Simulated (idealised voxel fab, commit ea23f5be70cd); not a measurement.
This is a process module. Its name is voxel ribs on slabs.
270 nm wide, 5 nm square cells: that's cross-section cut.
Cross-section layout: square cells on a grid; listed as bands, top to bottom; a band spans one or more cell rows.
Each band's line starts with the height of the band's top and of its bottom, in nm. Then come its materials from left to right, each with its width in nm. One material with "throughout" fills the band from edge to edge. "empty" is empty space.
Heights are measured from 0, the level below which the as-received wafer is all one material; the lowest band has no bottom and continues downward, written as in "0 -> down".
The expression "30->40" gives the width at the extremes of the band, the first number at its top row of cells and the second at its bottom row, with the width changing by equal amounts from each row to the next in between.
"remained the same" for a step: no cell of the cross-section changed in that step.
Voids not open to the top, 8 cells minimum: see "Fully closed voids". Written width x height at distance; distance is from the left edge; nm.
The remark found on a step's line after its settings is issued by the simulator itself and pertains to that step.
overlay nm: how far to the right of its planned place the mask lay on this masked step (negative: to the left).
PLANNED STEP LIST FOR THE PROCESS
1: RECEIVE | material Si
2: DIRECTIONAL_DEP | material SiO2 | thk nm 25
3: DIRECTIONAL_DEP | material SiN | thk nm 20
4: DIRECTIONAL_DEP | material aC | thk nm 15
5: PATTERN | tone cover | mask id RIB | material resist | width nm 15 | thk nm 35 | overlay nm 0
6: DIRECTIONAL_ETCH | etch materials aC | depth nm 15
7: STRIP | etch materials resist
8: DIRECTIONAL_ETCH | etch materials SiN | depth nm 5
9: STRIP | etch materials aC
10: MASKED_ETCH | tone cover | mask id SLAB | width nm 55 | etch materials SiN | depth nm 15 | overlay nm 0
11: FILL_DEP | material SiO2 | thk nm 15
12: CMP | height nm 55
13: DIRECTIONAL_DEP | material W | thk nm 10
14: PATTERN | tone cover | mask id HEATER | material resist | width nm 25 | thk nm 15 | overlay nm 0
15: DIRECTIONAL_ETCH | etch materials W | depth nm 10
16: STRIP | etch materials resist
17: CONFORMAL_DEP | material SiN | thk nm 5
FIRST WAFER OF TWO (RUN AS PLANNED)
WAFER AS RECEIVED: CROSS-SECTION FOLLOWING STEP 1
- 0 -> down | Si throughout
- Fully closed voids: none
CROSS-SECTION THROUGH THE WAFER, STEP 2 FINISHED
- 25 -> 0 | SiO2 throughout
- Below 0, the layers are the same as they were.
CROSS-SECTION THROUGH THE WAFER, STEP 3 FINISHED
- 45 -> 25 | SiN throughout
- Below 25, the layers are the same as they were.
CROSS-SECTION THROUGH THE WAFER, STEP 4 FINISHED
- 60 -> 45 | aC throughout
- Below 45, the layers are the same as they were.
CROSS-SECTION THROUGH THE WAFER, STEP 5 FINISHED
- 95 -> 60 | 125 nm empty; 15 nm resist; 130 nm empty
- Below 60, the layers are the same as they were.
CROSS-SECTION THROUGH THE WAFER, STEP 6 FINISHED
- 80 -> 60 | 125 nm empty; 15 nm resist; 130 nm empty
- 60 -> 45 | 125 nm empty; 15 nm aC; 130 nm empty
- Below 45, the layers are the same as they were.
CROSS-SECTION THROUGH THE WAFER, STEP 7 FINISHED
- 60 -> 45 | 125 nm empty; 15 nm aC; 130 nm empty
- Below 45, the layers are the same as they were.
CROSS-SECTION THROUGH THE WAFER, STEP 8 FINISHED
- 60 -> 45 | 125 nm empty; 15 nm aC; 130 nm empty
- 45 -> 40 | 125 nm empty; 15 nm SiN; 130 nm empty
- Below 40, the layers are the same as they were.
CROSS-SECTION THROUGH THE WAFER, STEP 9 FINISHED
- 45 -> 40 | 125 nm empty; 15 nm SiN; 130 nm empty
- Below 40, the layers are the same as they were.
CROSS-SECTION THROUGH THE WAFER, STEP 10 FINISHED
- 45 -> 40 | 125 nm empty; 15 nm SiN; 130 nm empty
- 40 -> 25 | 105 nm empty; 55 nm SiN; 110 nm empty
- Below 25, the layers are the same as they were.
CROSS-SECTION THROUGH THE WAFER, STEP 11 FINISHED
- 60 -> 45 | SiO2 throughout
- 45 -> 40 | 125 nm SiO2; 15 nm SiN; 130 nm SiO2
- 40 -> 25 | 105 nm SiO2; 55 nm SiN; 110 nm SiO2
- Below 25, the layers are the same as they were.
CROSS-SECTION THROUGH THE WAFER, STEP 12 FINISHED
- 55 -> 45 | SiO2 throughout
- Below 45, the layers are the same as they were.
CROSS-SECTION THROUGH THE WAFER, STEP 13 FINISHED
- 65 -> 55 | W throughout
- Below 55, the layers are the same as they were.
CROSS-SECTION THROUGH THE WAFER, STEP 14 FINISHED
- 80 -> 65 | 120 nm empty; 25 nm resist; 125 nm empty
- Below 65, the layers are the same as they were.
CROSS-SECTION THROUGH THE WAFER, STEP 15 FINISHED
- 80 -> 65 | 120 nm empty; 25 nm resist; 125 nm empty
- 65 -> 55 | 120 nm empty; 25 nm W; 125 nm empty
- Below 55, the layers are the same as they were.
CROSS-SECTION THROUGH THE WAFER, STEP 16 FINISHED
- 65 -> 55 | 120 nm empty; 25 nm W; 125 nm empty
- Below 55, the layers are the same as they were.
CROSS-SECTION THROUGH THE WAFER, STEP 17 FINISHED
- 70 -> 65 | 115 nm empty; 35 nm SiN; 120 nm empty
- 65 -> 60 | 115 nm empty; 5 nm SiN; 25 nm W; 5 nm SiN; 120 nm empty
- 60 -> 55 | 120 nm SiN; 25 nm W; 125 nm SiN
- Below 55, the layers are the same as they were.
SECOND WAFER: LIKE START, LIKE PLAN, ONE MISTAKE. THROUGH STEP 4 IT MATCHES THE FIRST WAFER
SECOND WAFER CROSS-SECTION, TAKEN AS OF THE TIME THE PLAN SETS FOR STEP 5 TO BE DONE
- 95 -> 60 | 125 nm empty; 20 nm resist; 125 nm empty
- Below 60, the layers are the same as they were.
SECOND WAFER CROSS-SECTION, TAKEN AS OF THE TIME THE PLAN SETS FOR STEP 6 TO BE DONE
- 80 -> 60 | 125 nm empty; 20 nm resist; 125 nm empty
- 60 -> 45 | 125 nm empty; 20 nm aC; 125 nm empty
- Below 45, the layers are the same as they were.
SECOND WAFER CROSS-SECTION, TAKEN AS OF THE TIME THE PLAN SETS FOR STEP 7 TO BE DONE
- 60 -> 45 | 125 nm empty; 20 nm aC; 125 nm empty
- Below 45, the layers are the same as they were.
SECOND WAFER CROSS-SECTION, TAKEN AS OF THE TIME THE PLAN SETS FOR STEP 8 TO BE DONE
- 60 -> 45 | 125 nm empty; 20 nm aC; 125 nm empty
- 45 -> 40 | 125 nm empty; 20 nm SiN; 125 nm empty
- Below 40, the layers are the same as they were.
SECOND WAFER CROSS-SECTION, TAKEN AS OF THE TIME THE PLAN SETS FOR STEP 9 TO BE DONE
- 45 -> 40 | 125 nm empty; 20 nm SiN; 125 nm empty
- Below 40, the layers are the same as they were.
SECOND WAFER CROSS-SECTION, TAKEN AS OF THE TIME THE PLAN SETS FOR STEP 10 TO BE DONE
- 45 -> 40 | 125 nm empty; 20 nm SiN; 125 nm empty
- 40 -> 25 | 105 nm empty; 55 nm SiN; 110 nm empty
- Below 25, the layers are the same as they were.
SECOND WAFER CROSS-SECTION, TAKEN AS OF THE TIME THE PLAN SETS FOR STEP 11 TO BE DONE
- 60 -> 45 | SiO2 throughout
- 45 -> 40 | 125 nm SiO2; 20 nm SiN; 125 nm SiO2
- 40 -> 25 | 105 nm SiO2; 55 nm SiN; 110 nm SiO2
- Below 25, the layers are the same as they were.
SECOND WAFER CROSS-SECTION, TAKEN AS OF THE TIME THE PLAN SETS FOR STEP 12 TO BE DONE
- 55 -> 45 | SiO2 throughout
- Below 45, the layers are the same as they were.
SECOND WAFER CROSS-SECTION, TAKEN AS OF THE TIME THE PLAN SETS FOR STEP 13 TO BE DONE
- 65 -> 55 | W throughout
- Below 55, the layers are the same as they were.
SECOND WAFER CROSS-SECTION, TAKEN AS OF THE TIME THE PLAN SETS FOR STEP 14 TO BE DONE
- 80 -> 65 | 120 nm empty; 25 nm resist; 125 nm empty
- Below 65, the layers are the same as they were.
SECOND WAFER CROSS-SECTION, TAKEN AS OF THE TIME THE PLAN SETS FOR STEP 15 TO BE DONE
- 80 -> 65 | 120 nm empty; 25 nm resist; 125 nm empty
- 65 -> 55 | 120 nm empty; 25 nm W; 125 nm empty
- Below 55, the layers are the same as they were.
SECOND WAFER CROSS-SECTION, TAKEN AS OF THE TIME THE PLAN SETS FOR STEP 16 TO BE DONE
- 65 -> 55 | 120 nm empty; 25 nm W; 125 nm empty
- Below 55, the layers are the same as they were.
SECOND WAFER CROSS-SECTION, TAKEN AS OF THE TIME THE PLAN SETS FOR STEP 17 TO BE DONE
- 70 -> 65 | 115 nm empty; 35 nm SiN; 120 nm empty
- 65 -> 60 | 115 nm empty; 5 nm SiN; 25 nm W; 5 nm SiN; 120 nm empty
- 60 -> 55 | 120 nm SiN; 25 nm W; 125 nm SiN
- Below 55, the layers are the same as they were.
Finding, execution versus plan: in deviation from the planned setting, step 5 was conducted as PATTERN | tone cover | mask id RIB | material resist | width nm 20 | thk nm 35 | overlay nm 0
End of process, cell counts, second wafer against first, materials with more or fewer: 1 more of SiN, 1 fewer of SiO2
